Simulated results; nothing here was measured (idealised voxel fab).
process module | voxel trench capacitor
270 nm wide, 5 nm square cells: that's cross-section cut.
In this document a cross-section is written as a grid of square cells. It is given as a series of bands, listed from the top down, and a band is one or more rows of cells. Basically the band line says how high the top is and how high the bottom is, in nm, and then what's in it from left to right, every material with its width in nm. Empty space shows up as "blank", and if a single material carries "all across" it runs the full band edge to edge. Measure heights from 0. That's the level where, below it, the as-received wafer is all one material. The lowest band is bottomless and extends downward; write it as in "0 and below". The expression "30 to 40" gives the width at the extremes of the band, the first number at its top row of cells and the second at its bottom row, with the width changing by equal amounts from each row to the next in between. Any step labelled "remained the same" changed none of the cells in the cross-section. "Closed void register" specifies each empty space that is not open to the top and that occupies no fewer than 8 cells, using the form width x height at distance, the distance measured from the left edge and all three quantities in nm. Read whatever lies past the settings on a step's line as the simulator's own remark about the step. overlay nm: mask offset rightward from planned place, masked step; negative means leftward offset.

-- List of planned process steps
step 1: RECEIVE: material Si
step 2: CONFORMAL_DEP: material SiN, thk nm 10
step 3: DIRECTIONAL_DEP: material aC, thk nm 15
step 4: PATTERN: tone open, mask id TRENCH, material resist, width nm 25, pitch nm 40, thk nm 35, overlay nm 0
step 5: DIRECTIONAL_ETCH: etch materials aC, depth nm 15
step 6: STRIP: etch materials resist
step 7: DIRECTIONAL_ETCH: etch materials SiN, depth nm 10
step 8: DIRECTIONAL_ETCH: etch materials Si, depth nm 30
step 9: STRIP: etch materials aC
step 10: CONFORMAL_DEP: material HfO2, thk nm 5
step 11: CONFORMAL_DEP: material TiN, thk nm 5
step 12: FILL_DEP: material W, thk nm 5
step 13: CMP: height nm 10

-- Wafer, first of two, run as planned

-- Cross-section of the wafer upon arrival, representing the state reached after step 1
  0 and below  Si all across
  Closed void register: none

-- Step 2 done - wafer cross-section
  10 down to 0  SiN all across
  Nothing below the height 0 has changed.

-- Step 3 done - wafer cross-section
  25 down to 10  aC all across
  Nothing below the height 10 has changed.

-- Step 4 done - wafer cross-section
  60 down to 25  resist=80; blank=25; resist=15; blank=25; resist=15; blank=25; resist=85
  Nothing below the height 25 has changed.

-- Step 5 done - wafer cross-section
  45 down to 25  resist=80; blank=25; resist=15; blank=25; resist=15; blank=25; resist=85
  25 down to 10  aC=80; blank=25; aC=15; blank=25; aC=15; blank=25; aC=85
  Nothing below the height 10 has changed.

-- Step 6 done - wafer cross-section
  25 down to 10  aC=80; blank=25; aC=15; blank=25; aC=15; blank=25; aC=85
  Nothing below the height 10 has changed.

-- Step 7 done - wafer cross-section
  25 down to 10  aC=80; blank=25; aC=15; blank=25; aC=15; blank=25; aC=85
  10 down to 0  SiN=80; blank=25; SiN=15; blank=25; SiN=15; blank=25; SiN=85
  Nothing below the height 0 has changed.

-- Step 8 done - wafer cross-section
  25 down to 10  aC=80; blank=25; aC=15; blank=25; aC=15; blank=25; aC=85
  10 down to 0  SiN=80; blank=25; SiN=15; blank=25; SiN=15; blank=25; SiN=85
  0 down to -30  Si=80; blank=25; Si=15; blank=25; Si=15; blank=25; Si=85
  Nothing below the height -30 has changed.

-- Step 9 done - wafer cross-section
  10 down to 0  SiN=80; blank=25; SiN=15; blank=25; SiN=15; blank=25; SiN=85
  Nothing below the height 0 has changed.

-- Step 10 done - wafer cross-section
  15 down to 10  HfO2=85; blank=15; HfO2=25; blank=15; HfO2=25; blank=15; HfO2=90
  10 down to 0  SiN=80; HfO2=5; blank=15; HfO2=5; SiN=15; HfO2=5; blank=15; HfO2=5; SiN=15; HfO2=5; blank=15; HfO2=5; SiN=85
  0 down to -25  Si=80; HfO2=5; blank=15; HfO2=5; Si=15; HfO2=5; blank=15; HfO2=5; Si=15; HfO2=5; blank=15; HfO2=5; Si=85
  -25 down to -30  Si=80; HfO2=25; Si=15; HfO2=25; Si=15; HfO2=25; Si=85
  Nothing below the height -30 has changed.

-- Step 11 done - wafer cross-section
  20 down to 15  TiN=90; blank=5; TiN=35; blank=5; TiN=35; blank=5; TiN=95
  15 down to 10  HfO2=85; TiN=5; blank=5; TiN=5; HfO2=25; TiN=5; blank=5; TiN=5; HfO2=25; TiN=5; blank=5; TiN=5; HfO2=90
  10 down to 0  SiN=80; HfO2=5; TiN=5; blank=5; TiN=5; HfO2=5; SiN=15; HfO2=5; TiN=5; blank=5; TiN=5; HfO2=5; SiN=15; HfO2=5; TiN=5; blank=5; TiN=5; HfO2=5; SiN=85
  0 down to -20  Si=80; HfO2=5; TiN=5; blank=5; TiN=5; HfO2=5; Si=15; HfO2=5; TiN=5; blank=5; TiN=5; HfO2=5; Si=15; HfO2=5; TiN=5; blank=5; TiN=5; HfO2=5; Si=85
  -20 down to -25  Si=80; HfO2=5; TiN=15; HfO2=5; Si=15; HfO2=5; TiN=15; HfO2=5; Si=15; HfO2=5; TiN=15; HfO2=5; Si=85
  Nothing below the height -25 has changed.

-- Step 12 done - wafer cross-section
  25 down to 20  W all across
  20 down to 15  TiN=90; W=5; TiN=35; W=5; TiN=35; W=5; TiN=95
  15 down to 10  HfO2=85; TiN=5; W=5; TiN=5; HfO2=25; TiN=5; W=5; TiN=5; HfO2=25; TiN=5; W=5; TiN=5; HfO2=90
  10 down to 0  SiN=80; HfO2=5; TiN=5; W=5; TiN=5; HfO2=5; SiN=15; HfO2=5; TiN=5; W=5; TiN=5; HfO2=5; SiN=15; HfO2=5; TiN=5; W=5; TiN=5; HfO2=5; SiN=85
  0 down to -20  Si=80; HfO2=5; TiN=5; W=5; TiN=5; HfO2=5; Si=15; HfO2=5; TiN=5; W=5; TiN=5; HfO2=5; Si=15; HfO2=5; TiN=5; W=5; TiN=5; HfO2=5; Si=85
  Nothing below the height -20 has changed.

-- Step 13 done - wafer cross-section
  10 down to 0  SiN=80; HfO2=5; TiN=5; W=5; TiN=5; HfO2=5; SiN=15; HfO2=5; TiN=5; W=5; TiN=5; HfO2=5; SiN=15; HfO2=5; TiN=5; W=5; TiN=5; HfO2=5; SiN=85
  Nothing below the height 0 has changed.

-- The second wafer began exactly as the first did and followed the same plan, but one mistake was made while running it; through step 3 inclusive, the two wafers are identical

-- Cross-section: second wafer, time at which step 4 was scheduled to end
  60 down to 25  blank=80; resist=25; blank=15; resist=25; blank=15; resist=25; blank=85
  Nothing below the height 25 has changed.

-- Cross-section: second wafer, time at which step 5 was scheduled to end
  45 down to 25  blank=80; resist=25; blank=15; resist=25; blank=15; resist=25; blank=85
  25 down to 10  blank=80; aC=25; blank=15; aC=25; blank=15; aC=25; blank=85
  Nothing below the height 10 has changed.

-- Cross-section: second wafer, time at which step 6 was scheduled to end
  25 down to 10  blank=80; aC=25; blank=15; aC=25; blank=15; aC=25; blank=85
  Nothing below the height 10 has changed.

-- Cross-section: second wafer, time at which step 7 was scheduled to end
  25 down to 10  blank=80; aC=25; blank=15; aC=25; blank=15; aC=25; blank=85
  10 down to 0  blank=80; SiN=25; blank=15; SiN=25; blank=15; SiN=25; blank=85
  Nothing below the height 0 has changed.

-- Cross-section: second wafer, time at which step 8 was scheduled to end
  25 down to 10  blank=80; aC=25; blank=15; aC=25; blank=15; aC=25; blank=85
  10 down to 0  blank=80; SiN=25; blank=15; SiN=25; blank=15; SiN=25; blank=85
  0 down to -30  blank=80; Si=25; blank=15; Si=25; blank=15; Si=25; blank=85
  Nothing below the height -30 has changed.

-- Cross-section: second wafer, time at which step 9 was scheduled to end
  10 down to 0  blank=80; SiN=25; blank=15; SiN=25; blank=15; SiN=25; blank=85
  Nothing below the height 0 has changed.

-- Cross-section: second wafer, time at which step 10 was scheduled to end
  15 down to 10  blank=75; HfO2=35; blank=5; HfO2=35; blank=5; HfO2=35; blank=80
  10 down to 0  blank=75; HfO2=5; SiN=25; HfO2=5; blank=5; HfO2=5; SiN=25; HfO2=5; blank=5; HfO2=5; SiN=25; HfO2=5; blank=80
  0 down to -25  blank=75; HfO2=5; Si=25; HfO2=5; blank=5; HfO2=5; Si=25; HfO2=5; blank=5; HfO2=5; Si=25; HfO2=5; blank=80
  -25 down to -30  HfO2=80; Si=25; HfO2=15; Si=25; HfO2=15; Si=25; HfO2=85
  Nothing below the height -30 has changed.

-- Cross-section: second wafer, time at which step 11 was scheduled to end
  20 down to 15  blank=70; TiN=125; blank=75
  15 down to 10  blank=70; TiN=5; HfO2=35; TiN=5; HfO2=35; TiN=5; HfO2=35; TiN=5; blank=75
  10 down to 0  blank=70; TiN=5; HfO2=5; SiN=25; HfO2=5; TiN=5; HfO2=5; SiN=25; HfO2=5; TiN=5; HfO2=5; SiN=25; HfO2=5; TiN=5; blank=75
  0 down to -20  blank=70; TiN=5; HfO2=5; Si=25; HfO2=5; TiN=5; HfO2=5; Si=25; HfO2=5; TiN=5; HfO2=5; Si=25; HfO2=5; TiN=5; blank=75
  -20 down to -25  TiN=75; HfO2=5; Si=25; HfO2=5; TiN=5; HfO2=5; Si=25; HfO2=5; TiN=5; HfO2=5; Si=25; HfO2=5; TiN=80
  Nothing below the height -25 has changed.

-- Cross-section: second wafer, time at which step 12 was scheduled to end
  25 down to 20  W all across
  20 down to 15  W=70; TiN=125; W=75
  15 down to 10  W=70; TiN=5; HfO2=35; TiN=5; HfO2=35; TiN=5; HfO2=35; TiN=5; W=75
  10 down to 0  W=70; TiN=5; HfO2=5; SiN=25; HfO2=5; TiN=5; HfO2=5; SiN=25; HfO2=5; TiN=5; HfO2=5; SiN=25; HfO2=5; TiN=5; W=75
  0 down to -20  W=70; TiN=5; HfO2=5; Si=25; HfO2=5; TiN=5; HfO2=5; Si=25; HfO2=5; TiN=5; HfO2=5; Si=25; HfO2=5; TiN=5; W=75
  Nothing below the height -20 has changed.

-- Cross-section: second wafer, time at which step 13 was scheduled to end
  10 down to 0  W=70; TiN=5; HfO2=5; SiN=25; HfO2=5; TiN=5; HfO2=5; SiN=25; HfO2=5; TiN=5; HfO2=5; SiN=25; HfO2=5; TiN=5; W=75
  Nothing below the height 0 has changed.
It is concluded that the wafer was processed incorrectly with respect to the plan, in that heads up, step 4 didn't go per plan, it actually ran as PATTERN: tone cover, mask id TRENCH, material resist, width nm 25, pitch nm 40, thk nm 35, overlay nm 0
Heads up, by the end the second wafer has more or fewer cells of some materials compared to the first: HfO2 +24 | Si -144 | SiN -48 | TiN +12 | W +156
